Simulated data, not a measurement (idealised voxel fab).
Name of the process module below: voxel gate over fins
This is section cut - it's 170 nm across, gridded in 5 nm square cells.
Cross-section = grid of square cells, listed top down in bands; band = one or more rows.
Top, bottom (nm), then materials left to right with widths (nm); lone material tagged "throughout" fills the whole band edge to edge; "blank" = empty space.
Measure heights from 0. That's the level where, below it, the as-received wafer is all one material. The lowest band is bottomless and extends downward; write it as in "z 0 and below".
Width: "30..40" (first number = top row, second number = bottom row, same change from row to row of cells).
What does "no modification" mean for a step? It means no cell of the cross-section changed in that step.
Voids not open to the top, 8 cells minimum: see "Trapped void list". Written width x height at distance; distance is from the left edge; nm.
The remark found on a step's line after its settings is issued by the simulator itself and pertains to that step.
"overlay nm" denotes, for a step that has a mask, the displacement of the mask to the right of its planned place, with negative values corresponding to the left.
How should the pairs below be read? Each gives the cross-section before one process step and the cross-section after it, the latter drawn only to the lowest band that changed; the step that lies between them, with its settings, appears under the pair. Does a pair pick up where the pair above left off? Only where its entry headed "Cross-section, before" says so, since pairs can come from different runs of this module on the same starting wafer.

[Cross-section, before]
	z 0 and below = Si throughout
	Trapped void list: none

[after]
	z 10 to 0 = SiN throughout
	Beneath the level 0, the cross-section is identical to its previous state.
	Trapped void list: none
Q: step between the cross-sections above? A: CONFORMAL_DEP,material SiN,thk nm 10

Cross-section, before: Reference is made to the cross-section shown after the step in the pair directly above, which represents the state prior to this step.

[after]
	z 25 to 10 = aC throughout
	Beneath the level 10, the cross-section is identical to its previous state.
	Trapped void list: none
Q: step between the cross-sections above? A: DIRECTIONAL_DEP,material aC,thk nm 15

Cross-section, before: Reference is made to the cross-section shown after the step in the pair directly above, which represents the state prior to this step.

[after]
	z 55 to 25 = blank=25 / resist=15 / blank=20 / resist=15 / blank=20 / resist=15 / blank=20 / resist=15 / blank=25
	Beneath the level 25, the cross-section is identical to its previous state.
	Trapped void list: none
Q: step between the cross-sections above? A: PATTERN,tone cover,mask id FINS,material resist,width nm 15,pitch nm 35,thk nm 30,overlay nm 0

Cross-section, before: Reference is made to the cross-section shown after the step in the pair directly above, which represents the state prior to this step.

[after]
	z 40 to 25 = blank=25 / resist=15 / blank=20 / resist=15 / blank=20 / resist=15 / blank=20 / resist=15 / blank=25
	z 25 to 10 = blank=25 / aC=15 / blank=20 / aC=15 / blank=20 / aC=15 / blank=20 / aC=15 / blank=25
	Beneath the level 10, the cross-section is identical to its previous state.
	Trapped void list: none
Q: step between the cross-sections above? A: DIRECTIONAL_ETCH,etch materials aC,depth nm 15

Cross-section, before: Reference is made to the cross-section shown after the step in the pair directly above, which represents the state prior to this step.

[after]
	z 25 to 10 = blank=25 / aC=15 / blank=20 / aC=15 / blank=20 / aC=15 / blank=20 / aC=15 / blank=25
	Beneath the level 10, the cross-section is identical to its previous state.
	Trapped void list: none
Q: step between the cross-sections above? A: STRIP,etch materials resist

Cross-section, before: Reference is made to the cross-section shown after the step in the pair directly above, which represents the state prior to this step.

[after]
	z 25 to 10 = blank=25 / aC=15 / blank=20 / aC=15 / blank=20 / aC=15 / blank=20 / aC=15 / blank=25
	z 10 to 0 = blank=25 / SiN=15 / blank=20 / SiN=15 / blank=20 / SiN=15 / blank=20 / SiN=15 / blank=25
	Beneath the level 0, the cross-section is identical to its previous state.
	Trapped void list: none
Q: step between the cross-sections above? A: DIRECTIONAL_ETCH,etch materials SiN,depth nm 10

Cross-section, before: Reference is made to the cross-section shown after the step in the pair directly above, which represents the state prior to this step.

[after]
	z 25 to 10 = blank=25 / aC=15 / blank=20 / aC=15 / blank=20 / aC=15 / blank=20 / aC=15 / blank=25
	z 10 to 0 = blank=25 / SiN=15 / blank=20 / SiN=15 / blank=20 / SiN=15 / blank=20 / SiN=15 / blank=25
	z 0 to -40 = blank=25 / Si=15 / blank=20 / Si=15 / blank=20 / Si=15 / blank=20 / Si=15 / blank=25
	Beneath the level -40, the cross-section is identical to its previous state.
	Trapped void list: none
Q: step between the cross-sections above? A: DIRECTIONAL_ETCH,etch materials Si,depth nm 40

Cross-section, before: Reference is made to the cross-section shown after the step in the pair directly above, which represents the state prior to this step.

[after]
	z 10 to 0 = blank=25 / SiN=15 / blank=20 / SiN=15 / blank=20 / SiN=15 / blank=20 / SiN=15 / blank=25
	Beneath the level 0, the cross-section is identical to its previous state.
	Trapped void list: none
Q: step between the cross-sections above? A: STRIP,etch materials aC

Cross-section, before: Reference is made to the cross-section shown after the step in the pair directly above, which represents the state prior to this step.

[after]
	z 10 to 0 = blank=25 / SiN=15 / blank=20 / SiN=15 / blank=20 / SiN=15 / blank=20 / SiN=15 / blank=25
	z 0 to -40 = blank=25 / SiO2=5 / Si=5 / SiO2=5 / blank=20 / SiO2=5 / Si=5 / SiO2=5 / blank=20 / SiO2=5 / Si=5 / SiO2=5 / blank=20 / SiO2=5 / Si=5 / SiO2=5 / blank=25
	z -40 to -45 = SiO2=30 / Si=5 / SiO2=30 / Si=5 / SiO2=30 / Si=5 / SiO2=30 / Si=5 / SiO2=30
	Beneath the level -45, the cross-section is identical to its previous state.
	Trapped void list: none
Q: step between the cross-sections above? A: OXIDIZE,depth nm 5

Cross-section, before: Reference is made to the cross-section shown after the step in the pair directly above, which represents the state prior to this step.

[after]
	z 25 to 10 = SiO2 throughout
	z 10 to 0 = SiO2=25 / SiN=15 / SiO2=20 / SiN=15 / SiO2=20 / SiN=15 / SiO2=20 / SiN=15 / SiO2=25
	z 0 to -45 = SiO2=30 / Si=5 / SiO2=30 / Si=5 / SiO2=30 / Si=5 / SiO2=30 / Si=5 / SiO2=30
	Beneath the level -45, the cross-section is identical to its previous state.
	Trapped void list: none
Q: step between the cross-sections above? A: FILL_DEP,material SiO2,thk nm 15

Cross-section, before: Reference is made to the cross-section shown after the step in the pair directly above, which represents the state prior to this step.

[after]
	z 10 to 0 = SiO2=25 / SiN=15 / SiO2=20 / SiN=15 / SiO2=20 / SiN=15 / SiO2=20 / SiN=15 / SiO2=25
	Beneath the level 0, the cross-section is identical to its previous state.
	Trapped void list: none
Q: step between the cross-sections above? A: CMP,height nm 10

Cross-section, before: Reference is made to the cross-section shown after the step in the pair directly above, which represents the state prior to this step.

[after]
	z 10 to 0 = blank=25 / SiN=15 / blank=20 / SiN=15 / blank=20 / SiN=15 / blank=20 / SiN=15 / blank=25
	z 0 to -15 = blank=30 / Si=5 / blank=30 / Si=5 / blank=30 / Si=5 / blank=30 / Si=5 / blank=30
	Beneath the level -15, the cross-section is identical to its previous state.
	Trapped void list: none
Q: step between the cross-sections above? A: SELECTIVE_ETCH,etch materials SiO2,depth nm 25

Cross-section, before: Reference is made to the cross-section shown after the step in the pair directly above, which represents the state prior to this step.

[after]
	z 0 to -15 = blank=30 / Si=5 / blank=30 / Si=5 / blank=30 / Si=5 / blank=30 / Si=5 / blank=30
	Beneath the level -15, the cross-section is identical to its previous state.
	Trapped void list: none
Q: step between the cross-sections above? A: STRIP,etch materials SiN

Cross-section, before: Reference is made to the cross-section shown after the step in the pair directly above, which represents the state prior to this step.

[after]
	z 5 to 0 = blank=25 / HfO2=15 / blank=20 / HfO2=15 / blank=20 / HfO2=15 / blank=20 / HfO2=15 / blank=25
	z 0 to -10 = blank=25 / HfO2=5 / Si=5 / HfO2=5 / blank=20 / HfO2=5 / Si=5 / HfO2=5 / blank=20 / HfO2=5 / Si=5 / HfO2=5 / blank=20 / HfO2=5 / Si=5 / HfO2=5 / blank=25
	z -10 to -15 = HfO2=30 / Si=5 / HfO2=30 / Si=5 / HfO2=30 / Si=5 / HfO2=30 / Si=5 / HfO2=30
	Beneath the level -15, the cross-section is identical to its previous state.
	Trapped void list: none
Q: step between the cross-sections above? A: CONFORMAL_DEP,material HfO2,thk nm 5

Cross-section, before: Reference is made to the cross-section shown after the step in the pair directly above, which represents the state prior to this step.

[after]
	z 10 to 5 = blank=20 / TiN=25 / blank=10 / TiN=25 / blank=10 / TiN=25 / blank=10 / TiN=25 / blank=20
	z 5 to 0 = blank=20 / TiN=5 / HfO2=15 / TiN=5 / blank=10 / TiN=5 / HfO2=15 / TiN=5 / blank=10 / TiN=5 / HfO2=15 / TiN=5 / blank=10 / TiN=5 / HfO2=15 / TiN=5 / blank=20
	z 0 to -5 = blank=20 / TiN=5 / HfO2=5 / Si=5 / HfO2=5 / TiN=5 / blank=10 / TiN=5 / HfO2=5 / Si=5 / HfO2=5 / TiN=5 / blank=10 / TiN=5 / HfO2=5 / Si=5 / HfO2=5 / TiN=5 / blank=10 / TiN=5 / HfO2=5 / Si=5 / HfO2=5 / TiN=5 / blank=20
	z -5 to -10 = TiN=25 / HfO2=5 / Si=5 / HfO2=5 / TiN=20 / HfO2=5 / Si=5 / HfO2=5 / TiN=20 / HfO2=5 / Si=5 / HfO2=5 / TiN=20 / HfO2=5 / Si=5 / HfO2=5 / TiN=25
	Beneath the level -10, the cross-section is identical to its previous state.
	Trapped void list: none
Q: step between the cross-sections above? A: CONFORMAL_DEP,material TiN,thk nm 5

Cross-section, before: Reference is made to the cross-section shown after the step in the pair directly above, which represents the state prior to this step.

[after]
	z 15 to 10 = blank=15 / TiAl=140 / blank=15
	z 10 to 5 = blank=15 / TiAl=5 / TiN=25 / TiAl=10 / TiN=25 / TiAl=10 / TiN=25 / TiAl=10 / TiN=25 / TiAl=5 / blank=15
	z 5 to 0 = blank=15 / TiAl=5 / TiN=5 / HfO2=15 / TiN=5 / TiAl=10 / TiN=5 / HfO2=15 / TiN=5 / TiAl=10 / TiN=5 / HfO2=15 / TiN=5 / TiAl=10 / TiN=5 / HfO2=15 / TiN=5 / TiAl=5 / blank=15
	z 0 to -5 = TiAl=20 / TiN=5 / HfO2=5 / Si=5 / HfO2=5 / TiN=5 / TiAl=10 / TiN=5 / HfO2=5 / Si=5 / HfO2=5 / TiN=5 / TiAl=10 / TiN=5 / HfO2=5 / Si=5 / HfO2=5 / TiN=5 / TiAl=10 / TiN=5 / HfO2=5 / Si=5 / HfO2=5 / TiN=5 / TiAl=20
	Beneath the level -5, the cross-section is identical to its previous state.
	Trapped void list: none
Q: step between the cross-sections above? A: CONFORMAL_DEP,material TiAl,thk nm 5

Cross-section, before: Reference is made to the cross-section shown after the step in the pair directly above, which represents the state prior to this step.

[after]
	z 20 to 15 = blank=10 / TiN=150 / blank=10
	z 15 to 10 = blank=10 / TiN=5 / TiAl=140 / TiN=5 / blank=10
	z 10 to 5 = blank=10 / TiN=5 / TiAl=5 / TiN=25 / TiAl=10 / TiN=25 / TiAl=10 / TiN=25 / TiAl=10 / TiN=25 / TiAl=5 / TiN=5 / blank=10
	z 5 to 0 = TiN=15 / TiAl=5 / TiN=5 / HfO2=15 / TiN=5 / TiAl=10 / TiN=5 / HfO2=15 / TiN=5 / TiAl=10 / TiN=5 / HfO2=15 / TiN=5 / TiAl=10 / TiN=5 / HfO2=15 / TiN=5 / TiAl=5 / TiN=15
	Beneath the level 0, the cross-section is identical to its previous state.
	Trapped void list: none
Q: step between the cross-sections above? A: CONFORMAL_DEP,material TiN,thk nm 5

Cross-section, before: Reference is made to the cross-section shown after the step in the pair directly above, which represents the state prior to this step.

[after]
	z 35 to 20 = W throughout
	z 20 to 15 = W=10 / TiN=150 / W=10
	z 15 to 10 = W=10 / TiN=5 / TiAl=140 / TiN=5 / W=10
	z 10 to 5 = W=10 / TiN=5 / TiAl=5 / TiN=25 / TiAl=10 / TiN=25 / TiAl=10 / TiN=25 / TiAl=10 / TiN=25 / TiAl=5 / TiN=5 / W=10
	Beneath the level 5, the cross-section is identical to its previous state.
	Trapped void list: none
Q: step between the cross-sections above? A: FILL_DEP,material W,thk nm 15

Cross-section, before: Reference is made to the cross-section shown after the step in the pair directly above, which represents the state prior to this step.

[after]
	z 30 to 20 = W throughout
	Beneath the level 20, the cross-section is identical to its previous state.
	Trapped void list: none
Q: step between the cross-sections above? A: CMP,height nm 30

Cross-section, before: Reference is made to the cross-section shown after the step in the pair directly above, which represents the state prior to this step.

[after]
	z 35 to 30 = SiCN throughout
	Beneath the level 30, the cross-section is identical to its previous state.
	Trapped void list: none
Q: step between the cross-sections above? A: CONFORMAL_DEP,material SiCN,thk nm 5

[Cross-section, before]
	z 5 to 0 = blank=25 / HfO2=15 / blank=20 / HfO2=15 / blank=20 / HfO2=15 / blank=20 / HfO2=15 / blank=25
	z 0 to -10 = blank=25 / HfO2=5 / Si=5 / HfO2=5 / blank=20 / HfO2=5 / Si=5 / HfO2=5 / blank=20 / HfO2=5 / Si=5 / HfO2=5 / blank=20 / HfO2=5 / Si=5 / HfO2=5 / blank=25
	z -10 to -15 = HfO2=30 / Si=5 / HfO2=30 / Si=5 / HfO2=30 / Si=5 / HfO2=30 / Si=5 / HfO2=30
	z -15 to -45 = SiO2=30 / Si=5 / SiO2=30 / Si=5 / SiO2=30 / Si=5 / SiO2=30 / Si=5 / SiO2=30
	z -45 and below = Si throughout
	Trapped void list: none

[after]
	z 10 to 5 = blank=20 / TiAl=25 / blank=10 / TiAl=25 / blank=10 / TiAl=25 / blank=10 / TiAl=25 / blank=20
	z 5 to 0 = blank=20 / TiAl=5 / HfO2=15 / TiAl=5 / blank=10 / TiAl=5 / HfO2=15 / TiAl=5 / blank=10 / TiAl=5 / HfO2=15 / TiAl=5 / blank=10 / TiAl=5 / HfO2=15 / TiAl=5 / blank=20
	z 0 to -5 = blank=20 / TiAl=5 / HfO2=5 / Si=5 / HfO2=5 / TiAl=5 / blank=10 / TiAl=5 / HfO2=5 / Si=5 / HfO2=5 / TiAl=5 / blank=10 / TiAl=5 / HfO2=5 / Si=5 / HfO2=5 / TiAl=5 / blank=10 / TiAl=5 / HfO2=5 / Si=5 / HfO2=5 / TiAl=5 / blank=20
	z -5 to -10 = TiAl=25 / HfO2=5 / Si=5 / HfO2=5 / TiAl=20 / HfO2=5 / Si=5 / HfO2=5 / TiAl=20 / HfO2=5 / Si=5 / HfO2=5 / TiAl=20 / HfO2=5 / Si=5 / HfO2=5 / TiAl=25
	Beneath the level -10, the cross-section is identical to its previous state.
	Trapped void list: none
Q: step between the cross-sections above? A: CONFORMAL_DEP,material TiAl,thk nm 5

Cross-section, before: Reference is made to the cross-section shown after the step in the pair directly above, which represents the state prior to this step.

[after]
	z 15 to 10 = blank=15 / TiN=140 / blank=15
	z 10 to 5 = blank=15 / TiN=5 / TiAl=25 / TiN=10 / TiAl=25 / TiN=10 / TiAl=25 / TiN=10 / TiAl=25 / TiN=5 / blank=15
	z 5 to 0 = blank=15 / TiN=5 / TiAl=5 / HfO2=15 / TiAl=5 / TiN=10 / TiAl=5 / HfO2=15 / TiAl=5 / TiN=10 / TiAl=5 / HfO2=15 / TiAl=5 / TiN=10 / TiAl=5 / HfO2=15 / TiAl=5 / TiN=5 / blank=15
	z 0 to -5 = TiN=20 / TiAl=5 / HfO2=5 / Si=5 / HfO2=5 / TiAl=5 / TiN=10 / TiAl=5 / HfO2=5 / Si=5 / HfO2=5 / TiAl=5 / TiN=10 / TiAl=5 / HfO2=5 / Si=5 / HfO2=5 / TiAl=5 / TiN=10 / TiAl=5 / HfO2=5 / Si=5 / HfO2=5 / TiAl=5 / TiN=20
	Beneath the level -5, the cross-section is identical to its previous state.
	Trapped void list: none
Q: step between the cross-sections above? A: CONFORMAL_DEP,material TiN,thk nm 5

Cross-section, before: Reference is made to the cross-section shown after the step in the pair directly above, which represents the state prior to this step.

[after]
	z 30 to 15 = W throughout
	z 15 to 10 = W=15 / TiN=140 / W=15
	z 10 to 5 = W=15 / TiN=5 / TiAl=25 / TiN=10 / TiAl=25 / TiN=10 / TiAl=25 / TiN=10 / TiAl=25 / TiN=5 / W=15
	z 5 to 0 = W=15 / TiN=5 / TiAl=5 / HfO2=15 / TiAl=5 / TiN=10 / TiAl=5 / HfO2=15 / TiAl=5 / TiN=10 / TiAl=5 / HfO2=15 / TiAl=5 / TiN=10 / TiAl=5 / HfO2=15 / TiAl=5 / TiN=5 / W=15
	Beneath the level 0, the cross-section is identical to its previous state.
	Trapped void list: none
Q: step between the cross-sections above? A: FILL_DEP,material W,thk nm 15

Cross-section, before: Reference is made to the cross-section shown after the step in the pair directly above, which represents the state prior to this step.

[after]
	z 35 to 30 = SiCN throughout
	Beneath the level 30, the cross-section is identical to its previous state.
	Trapped void list: none
Q: step between the cross-sections above? A: CONFORMAL_DEP,material SiCN,thk nm 5

[Cross-section, before]
	z 10 to 0 = blank=25 / SiN=15 / blank=20 / SiN=15 / blank=20 / SiN=15 / blank=20 / SiN=15 / blank=25
	z 0 to -15 = blank=30 / Si=5 / blank=30 / Si=5 / blank=30 / Si=5 / blank=30 / Si=5 / blank=30
	z -15 to -45 = SiO2=30 / Si=5 / SiO2=30 / Si=5 / SiO2=30 / Si=5 / SiO2=30 / Si=5 / SiO2=30
	z -45 and below = Si throughout
	Trapped void list: none

[after]
	z 10 to 0 = blank=25 / SiN=15 / blank=20 / SiN=15 / blank=20 / SiN=15 / blank=20 / SiN=15 / blank=25
	z 0 to -40 = blank=30 / Si=5 / blank=30 / Si=5 / blank=30 / Si=5 / blank=30 / Si=5 / blank=30
	Beneath the level -40, the cross-section is identical to its previous state.
	Trapped void list: none
Q: step between the cross-sections above? A: SELECTIVE_ETCH,etch materials SiO2,depth nm 25

Cross-section, before: Reference is made to the cross-section shown after the step in the pair directly above, which represents the state prior to this step.

[after]
	z 0 to -40 = blank=30 / Si=5 / blank=30 / Si=5 / blank=30 / Si=5 / blank=30 / Si=5 / blank=30
	Beneath the level -40, the cross-section is identical to its previous state.
	Trapped void list: none
Q: step between the cross-sections above? A: STRIP,etch materials SiN

Cross-section, before: Reference is made to the cross-section shown after the step in the pair directly above, which represents the state prior to this step.

[after]
	z 5 to 0 = blank=25 / HfO2=15 / blank=20 / HfO2=15 / blank=20 / HfO2=15 / blank=20 / HfO2=15 / blank=25
	z 0 to -35 = blank=25 / HfO2=5 / Si=5 / HfO2=5 / blank=20 / HfO2=5 / Si=5 / HfO2=5 / blank=20 / HfO2=5 / Si=5 / HfO2=5 / blank=20 / HfO2=5 / Si=5 / HfO2=5 / blank=25
	z -35 to -40 = HfO2=30 / Si=5 / HfO2=30 / Si=5 / HfO2=30 / Si=5 / HfO2=30 / Si=5 / HfO2=30
	Beneath the level -40, the cross-section is identical to its previous state.
	Trapped void list: none
Q: step between the cross-sections above? A: CONFORMAL_DEP,material HfO2,thk nm 5

Cross-section, before: Reference is made to the cross-section shown after the step in the pair directly above, which represents the state prior to this step.

[after]
	z 10 to 5 = blank=20 / TiN=25 / blank=10 / TiN=25 / blank=10 / TiN=25 / blank=10 / TiN=25 / blank=20
	z 5 to 0 = blank=20 / TiN=5 / HfO2=15 / TiN=5 / blank=10 / TiN=5 / HfO2=15 / TiN=5 / blank=10 / TiN=5 / HfO2=15 / TiN=5 / blank=10 / TiN=5 / HfO2=15 / TiN=5 / blank=20
	z 0 to -30 = blank=20 / TiN=5 / HfO2=5 / Si=5 / HfO2=5 / TiN=5 / blank=10 / TiN=5 / HfO2=5 / Si=5 / HfO2=5 / TiN=5 / blank=10 / TiN=5 / HfO2=5 / Si=5 / HfO2=5 / TiN=5 / blank=10 / TiN=5 / HfO2=5 / Si=5 / HfO2=5 / TiN=5 / blank=20
	z -30 to -35 = TiN=25 / HfO2=5 / Si=5 / HfO2=5 / TiN=20 / HfO2=5 / Si=5 / HfO2=5 / TiN=20 / HfO2=5 / Si=5 / HfO2=5 / TiN=20 / HfO2=5 / Si=5 / HfO2=5 / TiN=25
	Beneath the level -35, the cross-section is identical to its previous state.
	Trapped void list: none
Q: step between the cross-sections above? A: CONFORMAL_DEP,material TiN,thk nm 5

Cross-section, before: Reference is made to the cross-section shown after the step in the pair directly above, which represents the state prior to this step.

[after]
	z 15 to 10 = blank=15 / TiAl=140 / blank=15
	z 10 to 5 = blank=15 / TiAl=5 / TiN=25 / TiAl=10 / TiN=25 / TiAl=10 / TiN=25 / TiAl=10 / TiN=25 / TiAl=5 / blank=15
	z 5 to 0 = blank=15 / TiAl=5 / TiN=5 / HfO2=15 / TiN=5 / TiAl=10 / TiN=5 / HfO2=15 / TiN=5 / TiAl=10 / TiN=5 / HfO2=15 / TiN=5 / TiAl=10 / TiN=5 / HfO2=15 / TiN=5 / TiAl=5 / blank=15
	z 0 to -25 = blank=15 / TiAl=5 / TiN=5 / HfO2=5 / Si=5 / HfO2=5 / TiN=5 / TiAl=10 / TiN=5 / HfO2=5 / Si=5 / HfO2=5 / TiN=5 / TiAl=10 / TiN=5 / HfO2=5 / Si=5 / HfO2=5 / TiN=5 / TiAl=10 / TiN=5 / HfO2=5 / Si=5 / HfO2=5 / TiN=5 / TiAl=5 / blank=15
	z -25 to -30 = TiAl=20 / TiN=5 / HfO2=5 / Si=5 / HfO2=5 / TiN=5 / TiAl=10 / TiN=5 / HfO2=5 / Si=5 / HfO2=5 / TiN=5 / TiAl=10 / TiN=5 / HfO2=5 / Si=5 / HfO2=5 / TiN=5 / TiAl=10 / TiN=5 / HfO2=5 / Si=5 / HfO2=5 / TiN=5 / TiAl=20
	Beneath the level -30, the cross-section is identical to its previous state.
	Trapped void list: none
Q: step between the cross-sections above? A: CONFORMAL_DEP,material TiAl,thk nm 5

Cross-section, before: Reference is made to the cross-section shown after the step in the pair directly above, which represents the state prior to this step.

[after]
	z 20 to 15 = blank=10 / TiN=150 / blank=10
	z 15 to 10 = blank=10 / TiN=5 / TiAl=140 / TiN=5 / blank=10
	z 10 to 5 = blank=10 / TiN=5 / TiAl=5 / TiN=25 / TiAl=10 / TiN=25 / TiAl=10 / TiN=25 / TiAl=10 / TiN=25 / TiAl=5 / TiN=5 / blank=10
	z 5 to 0 = blank=10 / TiN=5 / TiAl=5 / TiN=5 / HfO2=15 / TiN=5 / TiAl=10 / TiN=5 / HfO2=15 / TiN=5 / TiAl=10 / TiN=5 / HfO2=15 / TiN=5 / TiAl=10 / TiN=5 / HfO2=15 / TiN=5 / TiAl=5 / TiN=5 / blank=10
	z 0 to -20 = blank=10 / TiN=5 / TiAl=5 / TiN=5 / HfO2=5 / Si=5 / HfO2=5 / TiN=5 / TiAl=10 / TiN=5 / HfO2=5 / Si=5 / HfO2=5 / TiN=5 / TiAl=10 / TiN=5 / HfO2=5 / Si=5 / HfO2=5 / TiN=5 / TiAl=10 / TiN=5 / HfO2=5 / Si=5 / HfO2=5 / TiN=5 / TiAl=5 / TiN=5 / blank=10
	z -20 to -25 = TiN=15 / TiAl=5 / TiN=5 / HfO2=5 / Si=5 / HfO2=5 / TiN=5 / TiAl=10 / TiN=5 / HfO2=5 / Si=5 / HfO2=5 / TiN=5 / TiAl=10 / TiN=5 / HfO2=5 / Si=5 / HfO2=5 / TiN=5 / TiAl=10 / TiN=5 / HfO2=5 / Si=5 / HfO2=5 / TiN=5 / TiAl=5 / TiN=15
	Beneath the level -25, the cross-section is identical to its previous state.
	Trapped void list: none
Q: step between the cross-sections above? A: CONFORMAL_DEP,material TiN,thk nm 5

Cross-section, before: Reference is made to the cross-section shown after the step in the pair directly above, which represents the state prior to this step.

[after]
	z 35 to 20 = W throughout
	z 20 to 15 = W=10 / TiN=150 / W=10
	z 15 to 10 = W=10 / TiN=5 / TiAl=140 / TiN=5 / W=10
	z 10 to 5 = W=10 / TiN=5 / TiAl=5 / TiN=25 / TiAl=10 / TiN=25 / TiAl=10 / TiN=25 / TiAl=10 / TiN=25 / TiAl=5 / TiN=5 / W=10
	z 5 to 0 = W=10 / TiN=5 / TiAl=5 / TiN=5 / HfO2=15 / TiN=5 / TiAl=10 / TiN=5 / HfO2=15 / TiN=5 / TiAl=10 / TiN=5 / HfO2=15 / TiN=5 / TiAl=10 / TiN=5 / HfO2=15 / TiN=5 / TiAl=5 / TiN=5 / W=10
	z 0 to -20 = W=10 / TiN=5 / TiAl=5 / TiN=5 / HfO2=5 / Si=5 / HfO2=5 / TiN=5 / TiAl=10 / TiN=5 / HfO2=5 / Si=5 / HfO2=5 / TiN=5 / TiAl=10 / TiN=5 / HfO2=5 / Si=5 / HfO2=5 / TiN=5 / TiAl=10 / TiN=5 / HfO2=5 / Si=5 / HfO2=5 / TiN=5 / TiAl=5 / TiN=5 / W=10
	Beneath the level -20, the cross-section is identical to its previous state.
	Trapped void list: none
Q: step between the cross-sections above? A: FILL_DEP,material W,thk nm 15

Cross-section, before: Reference is made to the cross-section shown after the step in the pair directly above, which represents the state prior to this step.

[after]
	z 30 to 20 = W throughout
	Beneath the level 20, the cross-section is identical to its previous state.
	Trapped void list: none
Q: step between the cross-sections above? A: CMP,height nm 30

Cross-section, before: Reference is made to the cross-section shown after the step in the pair directly above, which represents the state prior to this step.

[after]
	z 35 to 30 = SiCN throughout
	Beneath the level 30, the cross-section is identical to its previous state.
	Trapped void list: none
Q: step between the cross-sections above? A: CONFORMAL_DEP,material SiCN,thk nm 5

[Cross-section, before]
	z 0 to -15 = blank=30 / Si=5 / blank=30 / Si=5 / blank=30 / Si=5 / blank=30 / Si=5 / blank=30
	z -15 to -45 = SiO2=30 / Si=5 / SiO2=30 / Si=5 / SiO2=30 / Si=5 / SiO2=30 / Si=5 / SiO2=30
	z -45 and below = Si throughout
	Trapped void list: none

[after]
	z 5 to 0 = blank=25 / TiN=15 / blank=20 / TiN=15 / blank=20 / TiN=15 / blank=20 / TiN=15 / blank=25
	z 0 to -10 = blank=25 / TiN=5 / Si=5 / TiN=5 / blank=20 / TiN=5 / Si=5 / TiN=5 / blank=20 / TiN=5 / Si=5 / TiN=5 / blank=20 / TiN=5 / Si=5 / TiN=5 / blank=25
	z -10 to -15 = TiN=30 / Si=5 / TiN=30 / Si=5 / TiN=30 / Si=5 / TiN=30 / Si=5 / TiN=30
	Beneath the level -15, the cross-section is identical to its previous state.
	Trapped void list: none
Q: step between the cross-sections above? A: CONFORMAL_DEP,material TiN,thk nm 5

Cross-section, before: Reference is made to the cross-section shown after the step in the pair directly above, which represents the state prior to this step.

[after]
	z 10 to 5 = blank=20 / HfO2=25 / blank=10 / HfO2=25 / blank=10 / HfO2=25 / blank=10 / HfO2=25 / blank=20
	z 5 to 0 = blank=20 / HfO2=5 / TiN=15 / HfO2=5 / blank=10 / HfO2=5 / TiN=15 / HfO2=5 / blank=10 / HfO2=5 / TiN=15 / HfO2=5 / blank=10 / HfO2=5 / TiN=15 / HfO2=5 / blank=20
	z 0 to -5 = blank=20 / HfO2=5 / TiN=5 / Si=5 / TiN=5 / HfO2=5 / blank=10 / HfO2=5 / TiN=5 / Si=5 / TiN=5 / HfO2=5 / blank=10 / HfO2=5 / TiN=5 / Si=5 / TiN=5 / HfO2=5 / blank=10 / HfO2=5 / TiN=5 / Si=5 / TiN=5 / HfO2=5 / blank=20
	z -5 to -10 = HfO2=25 / TiN=5 / Si=5 / TiN=5 / HfO2=20 / TiN=5 / Si=5 / TiN=5 / HfO2=20 / TiN=5 / Si=5 / TiN=5 / HfO2=20 / TiN=5 / Si=5 / TiN=5 / HfO2=25
	Beneath the level -10, the cross-section is identical to its previous state.
	Trapped void list: none
Q: step between the cross-sections above? A: CONFORMAL_DEP,material HfO2,thk nm 5

Cross-section, before: Reference is made to the cross-section shown after the step in the pair directly above, which represents the state prior to this step.

[after]
	z 15 to 10 = blank=15 / TiAl=140 / blank=15
	z 10 to 5 = blank=15 / TiAl=5 / HfO2=25 / TiAl=10 / HfO2=25 / TiAl=10 / HfO2=25 / TiAl=10 / HfO2=25 / TiAl=5 / blank=15
	z 5 to 0 = blank=15 / TiAl=5 / HfO2=5 / TiN=15 / HfO2=5 / TiAl=10 / HfO2=5 / TiN=15 / HfO2=5 / TiAl=10 / HfO2=5 / TiN=15 / HfO2=5 / TiAl=10 / HfO2=5 / TiN=15 / HfO2=5 / TiAl=5 / blank=15
	z 0 to -5 = TiAl=20 / HfO2=5 / TiN=5 / Si=5 / TiN=5 / HfO2=5 / TiAl=10 / HfO2=5 / TiN=5 / Si=5 / TiN=5 / HfO2=5 / TiAl=10 / HfO2=5 / TiN=5 / Si=5 / TiN=5 / HfO2=5 / TiAl=10 / HfO2=5 / TiN=5 / Si=5 / TiN=5 / HfO2=5 / TiAl=20
	Beneath the level -5, the cross-section is identical to its previous state.
	Trapped void list: none
Q: step between the cross-sections above? A: CONFORMAL_DEP,material TiAl,thk nm 5

Cross-section, before: Reference is made to the cross-section shown after the step in the pair directly above, which represents the state prior to this step.

[after]
	z 20 to 15 = blank=10 / TiN=150 / blank=10
	z 15 to 10 = blank=10 / TiN=5 / TiAl=140 / TiN=5 / blank=10
	z 10 to 5 = blank=10 / TiN=5 / TiAl=5 / HfO2=25 / TiAl=10 / HfO2=25 / TiAl=10 / HfO2=25 / TiAl=10 / HfO2=25 / TiAl=5 / TiN=5 / blank=10
	z 5 to 0 = TiN=15 / TiAl=5 / HfO2=5 / TiN=15 / HfO2=5 / TiAl=10 / HfO2=5 / TiN=15 / HfO2=5 / TiAl=10 / HfO2=5 / TiN=15 / HfO2=5 / TiAl=10 / HfO2=5 / TiN=15 / HfO2=5 / TiAl=5 / TiN=15
	Beneath the level 0, the cross-section is identical to its previous state.
	Trapped void list: none
Q: step between the cross-sections above? A: CONFORMAL_DEP,material TiN,thk nm 5

Cross-section, before: Reference is made to the cross-section shown after the step in the pair directly above, which represents the state prior to this step.

[after]
	z 35 to 20 = W throughout
	z 20 to 15 = W=10 / TiN=150 / W=10
	z 15 to 10 = W=10 / TiN=5 / TiAl=140 / TiN=5 / W=10
	z 10 to 5 = W=10 / TiN=5 / TiAl=5 / HfO2=25 / TiAl=10 / HfO2=25 / TiAl=10 / HfO2=25 / TiAl=10 / HfO2=25 / TiAl=5 / TiN=5 / W=10
	Beneath the level 5, the cross-section is identical to its previous state.
	Trapped void list: none
Q: step between the cross-sections above? A: FILL_DEP,material W,thk nm 15

Cross-section, before: Reference is made to the cross-section shown after the step in the pair directly above, which represents the state prior to this step.

[after]
	z 30 to 20 = W throughout
	Beneath the level 20, the cross-section is identical to its previous state.
	Trapped void list: none
Q: step between the cross-sections above? A: CMP,height nm 30

Cross-section, before: Reference is made to the cross-section shown after the step in the pair directly above, which represents the state prior to this step.

[after]
	z 35 to 30 = SiCN throughout
	Beneath the level 30, the cross-section is identical to its previous state.
	Trapped void list: none
Q: step between the cross-sections above? A: CONFORMAL_DEP,material SiCN,thk nm 5
